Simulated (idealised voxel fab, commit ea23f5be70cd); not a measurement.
Process module under the name voxel ribs on slabs
This is section cut - it's 265 nm across, gridded in 5 nm square cells.
Cross-section = grid of square cells, listed top down in bands; band = one or more rows. In this notation a band is specified by the heights of its top and bottom, in that order and in nm, after which its materials appear from left to right, each paired with its width in nm. The word "throughout" attached to a single material means that material fills the band from edge to edge; the word "air" stands for empty space. We count height from 0. Below that, the starting wafer is all one material. The lowest band never ends at the bottom but goes on down; see "0 and below" for how that is written. When a width is written as two numbers, as in "30->40", the first number is the width in the top row of cells of the band and the second is the width in its bottom row, and the width changes by the same amount from each row to the next. No cell of the cross-section changed in a step that is given as "no change". Voids not open to the top, 8 cells minimum: see "Internal closed voids". Written width x height at distance; distance is from the left edge; nm. Whatever follows a step's settings on its line is a remark the simulator itself makes about that step. overlay nm: how far to the right of its planned place the mask lay on this masked step (negative: to the left).

Process steps (planned)
| 1 | RECEIVE: material Si |
| 2 | DIRECTIONAL_DEP: material SiO2, thk nm 30 |
| 3 | DIRECTIONAL_DEP: material SiN, thk nm 15 |
| 4 | PATTERN: tone cover, mask id RIB, material resist, width nm 20, thk nm 20, overlay nm 0 |
| 5 | DIRECTIONAL_ETCH: etch materials SiN, depth nm 10 |
| 6 | STRIP: etch materials resist |
| 7 | PATTERN: tone cover, mask id SLAB, material resist, width nm 80, thk nm 20, overlay nm 0 |
| 8 | DIRECTIONAL_ETCH: etch materials SiN, depth nm 5 |
| 9 | STRIP: etch materials resist |
| 10 | FILL_DEP: material SiO2, thk nm 20 |
| 11 | CMP: height nm 55 |
| 12 | DIRECTIONAL_DEP: material W, thk nm 5 |
| 13 | DIRECTIONAL_DEP: material aC, thk nm 15 |
| 14 | PATTERN: tone cover, mask id HEATER, material resist, width nm 30, thk nm 30, overlay nm 0 |
| 15 | DIRECTIONAL_ETCH: etch materials aC, depth nm 15 |
| 16 | STRIP: etch materials resist |
| 17 | DIRECTIONAL_ETCH: etch materials W, depth nm 5 |
| 18 | STRIP: etch materials aC |
| 19 | CONFORMAL_DEP: material SiO2, thk nm 10 |

First of two wafers, with the run carried out as planned

Cross-section of the wafer at receipt, which is the condition after step 1
0 and below: Si throughout
Internal closed voids: none

Step 2 complete: cross-section through the wafer
30 down to 0: SiO2 throughout
Nothing below the height 0 has changed.

Step 3 complete: cross-section through the wafer
45 down to 30: SiN throughout
Nothing below the height 30 has changed.

Step 4 complete: cross-section through the wafer
65 down to 45: air 120  resist 20  air 125
Nothing below the height 45 has changed.

Step 5 complete: cross-section through the wafer
65 down to 45: air 120  resist 20  air 125
45 down to 35: air 120  SiN 20  air 125
Nothing below the height 35 has changed.

Step 6 complete: cross-section through the wafer
45 down to 35: air 120  SiN 20  air 125
Nothing below the height 35 has changed.

Step 7 complete: cross-section through the wafer
65 down to 45: air 90  resist 80  air 95
45 down to 35: air 90  resist 30  SiN 20  resist 30  air 95
Nothing below the height 35 has changed.

Step 8 complete: cross-section through the wafer
65 down to 45: air 90  resist 80  air 95
45 down to 35: air 90  resist 30  SiN 20  resist 30  air 95
35 down to 30: air 90  SiN 80  air 95
Nothing below the height 30 has changed.

Step 9 complete: cross-section through the wafer
45 down to 35: air 120  SiN 20  air 125
Nothing below the height 35 has changed.

Step 10 complete: cross-section through the wafer
65 down to 45: SiO2 throughout
45 down to 35: SiO2 120  SiN 20  SiO2 125
35 down to 30: SiO2 90  SiN 80  SiO2 95
Nothing below the height 30 has changed.

Step 11 complete: cross-section through the wafer
55 down to 45: SiO2 throughout
Nothing below the height 45 has changed.

Step 12 complete: cross-section through the wafer
60 down to 55: W throughout
Nothing below the height 55 has changed.

Step 13 complete: cross-section through the wafer
75 down to 60: aC throughout
Nothing below the height 60 has changed.

Step 14 complete: cross-section through the wafer
105 down to 75: air 115  resist 30  air 120
Nothing below the height 75 has changed.

Step 15 complete: cross-section through the wafer
90 down to 75: air 115  resist 30  air 120
75 down to 60: air 115  aC 30  air 120
Nothing below the height 60 has changed.

Step 16 complete: cross-section through the wafer
75 down to 60: air 115  aC 30  air 120
Nothing below the height 60 has changed.

Step 17 complete: cross-section through the wafer
75 down to 60: air 115  aC 30  air 120
60 down to 55: air 115  W 30  air 120
Nothing below the height 55 has changed.

Step 18 complete: cross-section through the wafer
60 down to 55: air 115  W 30  air 120
Nothing below the height 55 has changed.

Step 19 complete: cross-section through the wafer
70 down to 65: air 105  SiO2 50  air 110
65 down to 60: SiO2 throughout
60 down to 55: SiO2 115  W 30  SiO2 120
Nothing below the height 55 has changed.

Now the other wafer: same start, same recipe, but we messed up one thing when running it. Up to and including step 6 it's the same as the first one

Second wafer: cross-section at the scheduled end of step 7
65 down to 45: air 85  resist 90  air 90
45 down to 35: air 85  resist 35  SiN 20  resist 35  air 90
Nothing below the height 35 has changed.

Second wafer: cross-section at the scheduled end of step 8
65 down to 45: air 85  resist 90  air 90
45 down to 35: air 85  resist 35  SiN 20  resist 35  air 90
35 down to 30: air 85  SiN 90  air 90
Nothing below the height 30 has changed.

Second wafer: cross-section at the scheduled end of step 9
45 down to 35: air 120  SiN 20  air 125
Nothing below the height 35 has changed.

Second wafer: cross-section at the scheduled end of step 10
65 down to 45: SiO2 throughout
45 down to 35: SiO2 120  SiN 20  SiO2 125
35 down to 30: SiO2 85  SiN 90  SiO2 90
Nothing below the height 30 has changed.

Second wafer: cross-section at the scheduled end of step 11
55 down to 45: SiO2 throughout
Nothing below the height 45 has changed.

Second wafer: cross-section at the scheduled end of step 12
60 down to 55: W throughout
Nothing below the height 55 has changed.

Second wafer: cross-section at the scheduled end of step 13
75 down to 60: aC throughout
Nothing below the height 60 has changed.

Second wafer: cross-section at the scheduled end of step 14
105 down to 75: air 115  resist 30  air 120
Nothing below the height 75 has changed.

Second wafer: cross-section at the scheduled end of step 15
90 down to 75: air 115  resist 30  air 120
75 down to 60: air 115  aC 30  air 120
Nothing below the height 60 has changed.

Second wafer: cross-section at the scheduled end of step 16
75 down to 60: air 115  aC 30  air 120
Nothing below the height 60 has changed.

Second wafer: cross-section at the scheduled end of step 17
75 down to 60: air 115  aC 30  air 120
60 down to 55: air 115  W 30  air 120
Nothing below the height 55 has changed.

Second wafer: cross-section at the scheduled end of step 18
60 down to 55: air 115  W 30  air 120
Nothing below the height 55 has changed.

Second wafer: cross-section at the scheduled end of step 19
70 down to 65: air 105  SiO2 50  air 110
65 down to 60: SiO2 throughout
60 down to 55: SiO2 115  W 30  SiO2 120
Nothing below the height 55 has changed.
In executing the process, a mistake was made relative to the plan: step 7 ran differently from the plan; actual operation with settings: PATTERN: tone cover, mask id SLAB, material resist, width nm 90, thk nm 20, overlay nm 0
Final tally in cells, some materials are higher or lower on the second wafer than on the first: 2 more of SiN, 2 fewer of SiO2
